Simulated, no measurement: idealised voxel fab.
The process module that follows is named voxel spacer lines.
In the cross-section labelled cut, the width is 155 nm and each square cell is 5 nm.
Throughout this document, each cross-section is represented as a grid of square cells and is presented as a sequence of bands enumerated from the top downward, where a band comprises one or more rows of cells. Band entry format. Leading values: height of top, height of bottom, nm. Remainder: materials in left-to-right order, each with its width in nm. Special words: "full width" on a single material, which then fills the band edge to edge; "empty", empty space. Height datum 0, below which the as-received substrate wafer is one material. Lowest band open at the bottom, running downward: "0 nm and below". So if you see something like "30->40" for the width, read it as the top row of the band sitting at the first number and the bottom row at the second, with every row in between moving by the same amount as the last. "no alterations made", as given for a step, is the statement that not any cell of the cross-section underwent a change during that step. For the entry "Tabulated closed voids", the listed items are empty spaces with no open way to the top whose size is 8 cells or more; each item follows the pattern width x height at distance, where distance is from the left edge and all three are in nm. Heads up: the bit after the settings on a step's line is the simulator's remark on that step. When a step includes a mask, the "overlay nm" setting on its line states how far to the right of its planned place that mask lay, and negative values state how far to the left.
## plan
| 1 | RECEIVE, material Si |
| 2 | CONFORMAL_DEP, material Al2O3, thk nm 10 |
| 3 | DIRECTIONAL_DEP, material SiN, thk nm 20 |
| 4 | DIRECTIONAL_DEP, material aC, thk nm 25 |
| 5 | PATTERN, tone cover, mask id MANDREL, material resist, width nm 20, pitch nm 60, thk nm 30, overlay nm 0 |
| 6 | DIRECTIONAL_ETCH, etch materials aC, depth nm 25 |
| 7 | STRIP, etch materials resist |
| 8 | CONFORMAL_DEP, material SiO2, thk nm 10 |
| 9 | DIRECTIONAL_ETCH, etch materials SiO2, depth nm 10 |
| 10 | STRIP, etch materials aC |
| 11 | DIRECTIONAL_ETCH, etch materials SiN, depth nm 20 |
| 12 | STRIP, etch materials SiO2 |
## First wafer of two (run as planned)
## This is the cross-section of the wafer as we received it, i.e. after step 1
0 nm and below = Si full width
Tabulated closed voids: none
## Cross-section of the wafer subsequent to step 2
10 nm to 0 nm = Al2O3 full width
Under 0: no change, same as before.
## Cross-section of the wafer subsequent to step 3
30 nm to 10 nm = SiN full width
Under 10: no change, same as before.
## Cross-section of the wafer subsequent to step 4
55 nm to 30 nm = aC full width
Under 30: no change, same as before.
## Cross-section of the wafer subsequent to step 5
85 nm to 55 nm = empty=35; resist=20; empty=40; resist=20; empty=40
Under 55: no change, same as before.
## Cross-section of the wafer subsequent to step 6
60 nm to 55 nm = empty=35; resist=20; empty=40; resist=20; empty=40
55 nm to 30 nm = empty=35; aC=20; empty=40; aC=20; empty=40
Under 30: no change, same as before.
## Cross-section of the wafer subsequent to step 7
55 nm to 30 nm = empty=35; aC=20; empty=40; aC=20; empty=40
Under 30: no change, same as before.
## Cross-section of the wafer subsequent to step 8
65 nm to 55 nm = empty=25; SiO2=40; empty=20; SiO2=40; empty=30
55 nm to 40 nm = empty=25; SiO2=10; aC=20; SiO2=10; empty=20; SiO2=10; aC=20; SiO2=10; empty=30
40 nm to 30 nm = SiO2=35; aC=20; SiO2=40; aC=20; SiO2=40
Under 30: no change, same as before.
## Cross-section of the wafer subsequent to step 9
55 nm to 30 nm = empty=25; SiO2=10; aC=20; SiO2=10; empty=20; SiO2=10; aC=20; SiO2=10; empty=30
Under 30: no change, same as before.
## Cross-section of the wafer subsequent to step 10
55 nm to 30 nm = empty=25; SiO2=10; empty=20; SiO2=10; empty=20; SiO2=10; empty=20; SiO2=10; empty=30
Under 30: no change, same as before.
## Cross-section of the wafer subsequent to step 11
55 nm to 30 nm = empty=25; SiO2=10; empty=20; SiO2=10; empty=20; SiO2=10; empty=20; SiO2=10; empty=30
30 nm to 10 nm = empty=25; SiN=10; empty=20; SiN=10; empty=20; SiN=10; empty=20; SiN=10; empty=30
Under 10: no change, same as before.
## Cross-section of the wafer subsequent to step 12
30 nm to 10 nm = empty=25; SiN=10; empty=20; SiN=10; empty=20; SiN=10; empty=20; SiN=10; empty=30
Under 10: no change, same as before.
## Okay, second wafer. Nothing different at the start, nothing different in the plan, just one mistake somewhere in the running. As far as step 4, counting that step, it's the first wafer all over again
## At the planned end of step 5, the second wafer in cross-section
85 nm to 55 nm = resist=35; empty=20; resist=40; empty=20; resist=40
Under 55: no change, same as before.
## At the planned end of step 6, the second wafer in cross-section
60 nm to 55 nm = resist=35; empty=20; resist=40; empty=20; resist=40
55 nm to 30 nm = aC=35; empty=20; aC=40; empty=20; aC=40
Under 30: no change, same as before.
## At the planned end of step 7, the second wafer in cross-section
55 nm to 30 nm = aC=35; empty=20; aC=40; empty=20; aC=40
Under 30: no change, same as before.
## At the planned end of step 8, the second wafer in cross-section
65 nm to 55 nm = SiO2 full width
55 nm to 30 nm = aC=35; SiO2=20; aC=40; SiO2=20; aC=40
Under 30: no change, same as before.
## At the planned end of step 9, the second wafer in cross-section
55 nm to 30 nm = aC=35; SiO2=20; aC=40; SiO2=20; aC=40
Under 30: no change, same as before.
## At the planned end of step 10, the second wafer in cross-section
55 nm to 30 nm = empty=35; SiO2=20; empty=40; SiO2=20; empty=40
Under 30: no change, same as before.
## At the planned end of step 11, the second wafer in cross-section
55 nm to 30 nm = empty=35; SiO2=20; empty=40; SiO2=20; empty=40
30 nm to 10 nm = empty=35; SiN=20; empty=40; SiN=20; empty=40
Under 10: no change, same as before.
## At the planned end of step 12, the second wafer in cross-section
30 nm to 10 nm = empty=35; SiN=20; empty=40; SiN=20; empty=40
Under 10: no change, same as before.
What was the processing mistake? rather than as planned, step 5 actually ran as PATTERN, tone open, mask id MANDREL, material resist, width nm 20, pitch nm 60, thk nm 30, overlay nm 0
Cell counts per material: same on both final wafers. Positions: different.
